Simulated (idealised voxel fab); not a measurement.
A process module follows: voxel capacitor over wiring.
Square cell edge 5 nm, section width 245 nm, ID cut.
When this document writes out a cross-section, it uses a grid of square cells and lists it as bands, beginning at the top and moving down, with a band standing for one or more rows of cells.
The band entry comprises the height of the band's top followed by the height of its bottom, expressed in nm, and subsequently the band's materials from left to right, each stated together with its width in nm. Where a single material is marked with the word "edge to edge", that material fills the band from edge to edge. The word "air" represents empty space.
Measure heights from 0. That's the level where, below it, the as-received wafer is all one material. The lowest band is bottomless and extends downward; write it as in "0 and below".
Top row gets the first number, bottom row gets the second, and each row in between changes by the same step: that is how a band width like "30..40" works.
"remained unchanged" means the step left every cell of the cross-section as it was.
Reported under the label "Unvented internal voids" are the empty spaces having no open way to the top and comprising 8 cells or more; the notation for each is width x height at distance, in which the distance is measured from the left edge and all three values are in nm.
Heads up: the bit after the settings on a step's line is the simulator's remark on that step.
The line of a step may include "overlay nm". On a step with a mask, this value is how far to the right of its planned place the mask lay. A negative value means the mask lay to the left.

### This section lists the process steps that were planned
1,RECEIVE,material Si
2,CONFORMAL_DEP,material SiO2,thk nm 10
3,CONFORMAL_DEP,material SiN,thk nm 5
4,DIRECTIONAL_DEP,material SiO2,thk nm 15
5,DIRECTIONAL_DEP,material aC,thk nm 15
6,PATTERN,tone open,mask id METAL_1,material resist,width nm 25,pitch nm 75,thk nm 30,overlay nm 0
7,DIRECTIONAL_ETCH,etch materials aC,depth nm 15
8,STRIP,etch materials resist
9,DIRECTIONAL_ETCH,etch materials SiO2,depth nm 15
10,DIRECTIONAL_ETCH,etch materials SiN,depth nm 5
11,STRIP,etch materials aC
12,CONFORMAL_DEP,material TiN,thk nm 5
13,FILL_DEP,material Cu,thk nm 5
14,CMP,height nm 30
15,CONFORMAL_DEP,material SiCN,thk nm 5
16,DIRECTIONAL_DEP,material lowk,thk nm 15
17,PATTERN,tone open,mask id PLUG_1,material resist,width nm 15,thk nm 20,overlay nm 0
18,DIRECTIONAL_ETCH,etch materials lowk,depth nm 15
19,DIRECTIONAL_ETCH,etch materials SiCN,depth nm 5
20,STRIP,etch materials resist
21,CONFORMAL_DEP,material TiN,thk nm 5
22,FILL_DEP,material Ru,thk nm 10
23,CMP,height nm 50
24,DIRECTIONAL_DEP,material TiN,thk nm 10
25,DIRECTIONAL_DEP,material HfO2,thk nm 5
26,DIRECTIONAL_DEP,material TiN,thk nm 10
27,MASKED_ETCH,tone cover,mask id UPPER_PLATE,width nm 55,etch materials TiN,depth nm 10,overlay nm 0
28,MASKED_ETCH,tone cover,mask id UPPER_PLATE,width nm 55,etch materials HfO2,depth nm 5,overlay nm 0
29,PATTERN,tone cover,mask id LOWER_PLATE,material resist,width nm 65,thk nm 20,overlay nm 0
30,DIRECTIONAL_ETCH,etch materials TiN,depth nm 10
31,STRIP,etch materials resist
32,FILL_DEP,material SiO2,thk nm 15
33,CMP,height nm 85
34,DIRECTIONAL_DEP,material aC,thk nm 10
35,PATTERN,tone open,mask id PLUG_2,material resist,width nm 15,thk nm 30,overlay nm 0
36,DIRECTIONAL_ETCH,etch materials aC,depth nm 10
37,STRIP,etch materials resist
38,DIRECTIONAL_ETCH,etch materials SiO2,depth nm 10
39,STRIP,etch materials aC
40,CONFORMAL_DEP,material TiN,thk nm 5
41,FILL_DEP,material Ru,thk nm 10
42,CMP,height nm 85
43,CONFORMAL_DEP,material SiN,thk nm 5

### As-received state of the wafer in cross-section, equivalent to post-step 1
	0 and below  Si edge to edge
	Unvented internal voids: none

### End-of-module cross-section of the first of two wafers, processed as planned
	90 down to 85  SiN edge to edge
	85 down to 80  90 nm SiO2, then 5 nm TiN, then 5 nm Ru, then 5 nm TiN, then 140 nm SiO2
	80 down to 75  90 nm SiO2, then 15 nm TiN, then 140 nm SiO2
	75 down to 65  80 nm SiO2, then 55 nm TiN, then 110 nm SiO2
	65 down to 60  80 nm SiO2, then 55 nm HfO2, then 110 nm SiO2
	60 down to 50  75 nm SiO2, then 65 nm TiN, then 105 nm SiO2
	50 down to 35  80 nm lowk, then 5 nm TiN, then 5 nm Ru, then 5 nm TiN, then 150 nm lowk
	35 down to 30  80 nm SiCN, then 15 nm TiN, then 150 nm SiCN
	30 down to 15  70 nm SiO2, then 5 nm TiN, then 15 nm Cu, then 5 nm TiN, then 50 nm SiO2, then 5 nm TiN, then 15 nm Cu, then 5 nm TiN, then 75 nm SiO2
	15 down to 10  70 nm SiN, then 25 nm TiN, then 50 nm SiN, then 25 nm TiN, then 75 nm SiN
	10 down to 0  SiO2 edge to edge
	0 and below  Si edge to edge
	Unvented internal voids: none

### Presented here is a cross-section of the second of the two wafers as it stood at the end of the module. It was started in the same manner and assigned the same plan as the first wafer; however, one mistake was made in its execution
	90 down to 85  SiN edge to edge
	85 down to 80  90 nm SiO2, then 5 nm TiN, then 5 nm Ru, then 5 nm TiN, then 140 nm SiO2
	80 down to 75  90 nm SiO2, then 15 nm TiN, then 140 nm SiO2
	75 down to 65  80 nm SiO2, then 55 nm TiN, then 110 nm SiO2
	65 down to 60  80 nm SiO2, then 55 nm HfO2, then 110 nm SiO2
	60 down to 50  lowk edge to edge
	50 down to 35  80 nm lowk, then 5 nm TiN, then 5 nm Ru, then 5 nm TiN, then 150 nm lowk
	35 down to 30  80 nm SiCN, then 15 nm TiN, then 150 nm SiCN
	30 down to 15  70 nm SiO2, then 5 nm TiN, then 15 nm Cu, then 5 nm TiN, then 50 nm SiO2, then 5 nm TiN, then 15 nm Cu, then 5 nm TiN, then 75 nm SiO2
	15 down to 10  70 nm SiN, then 25 nm TiN, then 50 nm SiN, then 25 nm TiN, then 75 nm SiN
	10 down to 0  SiO2 edge to edge
	0 and below  Si edge to edge
	Unvented internal voids: none
Here's what went sideways: so step 24 ended up running with a different setting than we planned, it ran as DIRECTIONAL_DEP,material lowk,thk nm 10
at the end the second wafer has, in cells: SiO2: 72 fewer, TiN: 26 fewer, lowk: 98 more
